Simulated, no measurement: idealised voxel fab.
Presented below is a process module, voxel self aligned contacts.
Cross-sectional view cut (width: 170 nm; square cell size: 5 nm).
Cross-section, as written here: a square-cell grid given band by band from the top down, where a band holds one or more rows of cells. The entry gives the band's vertical extent as a top height and a bottom height in nm, then its horizontal make-up as materials from left to right, each with a width in nm. "air" stands for empty space; a single material marked "edge to edge" fills the band edge to edge. Basically, 0 is our baseline, since under it the wafer straight out of the box is all one material. The bottom band has no lower end and keeps on going down, so it looks like "0..down". Think of "30->40" as a width that walks from the first number to the second as you go down the band, top row to bottom row, taking equal-sized steps from row to row. The cross-section has no changed cell in any step marked "stayed the same". "Unvented cavities" means: voids of 8 cells or more that are shut off from the top with no open way through. Written width x height at distance, distance from the left edge, in nm. The remark found on a step's line after its settings is issued by the simulator itself and pertains to that step. The line of a step may include "overlay nm". On a step with a mask, this value is how far to the right of its planned place the mask lay. A negative value means the mask lay to the left.

## The steps planned for the process are as follows
step 1: RECEIVE with material Si
step 2: CONFORMAL_DEP with material SiO2, thk nm 5
step 3: DIRECTIONAL_DEP with material polySi, thk nm 30
step 4: DIRECTIONAL_DEP with material SiN, thk nm 15
step 5: DIRECTIONAL_DEP with material aC, thk nm 10
step 6: PATTERN with tone cover, mask id GATE, material resist, width nm 25, pitch nm 55, thk nm 30, overlay nm 0
step 7: DIRECTIONAL_ETCH with etch materials aC, depth nm 10
step 8: STRIP with etch materials resist
step 9: DIRECTIONAL_ETCH with etch materials SiN, depth nm 15
step 10: DIRECTIONAL_ETCH with etch materials polySi, depth nm 30
step 11: STRIP with etch materials aC
step 12: CONFORMAL_DEP with material SiN, thk nm 5
step 13: DIRECTIONAL_ETCH with etch materials SiN, depth nm 5
step 14: FILL_DEP with material SiO2, thk nm 20
step 15: CMP with height nm 60
step 16: MASKED_ETCH with tone open, mask id CONTACT, width nm 40, pitch nm 55, etch materials SiO2, depth nm 60, overlay nm 0
step 17: CONFORMAL_DEP with material TiN, thk nm 5
step 18: FILL_DEP with material W, thk nm 10
step 19: CMP with height nm 60
step 20: CONFORMAL_DEP with material SiCN, thk nm 5

## Incoming wafer in cross-section (state: after step 1)
0..down = Si edge to edge
Unvented cavities: none

## Final cross-section, module run with one mistake (start and plan as above)
65..60 = SiCN edge to edge
60..50 = SiO2 35 nm; TiN 5->15 nm; W 30->15 nm; TiN 5->10 nm; SiO2 15 nm; TiN 5->15 nm; W 30->15 nm; TiN 5->10 nm; SiO2 40 nm
50..35 = SiO2 15 nm; SiN 30 nm; TiN 5 nm; W 15 nm; TiN 5 nm; SiN 30 nm; TiN 5 nm; W 15 nm; TiN 5 nm; SiN 30 nm; SiO2 15 nm
35..5 = SiO2 15 nm; SiN 5 nm; polySi 20 nm; SiN 5 nm; TiN 5 nm; W 15 nm; TiN 5 nm; SiN 5 nm; polySi 20 nm; SiN 5 nm; TiN 5 nm; W 15 nm; TiN 5 nm; SiN 5 nm; polySi 20 nm; SiN 5 nm; SiO2 15 nm
5..0 = SiO2 45 nm; TiN 25 nm; SiO2 30 nm; TiN 25 nm; SiO2 45 nm
0..down = Si edge to edge
Unvented cavities: none
Error vs. plan: note that step 6 departed from the planned setting and was carried out as PATTERN with tone cover, mask id GATE, material resist, width nm 20, pitch nm 55, thk nm 30, overlay nm 0
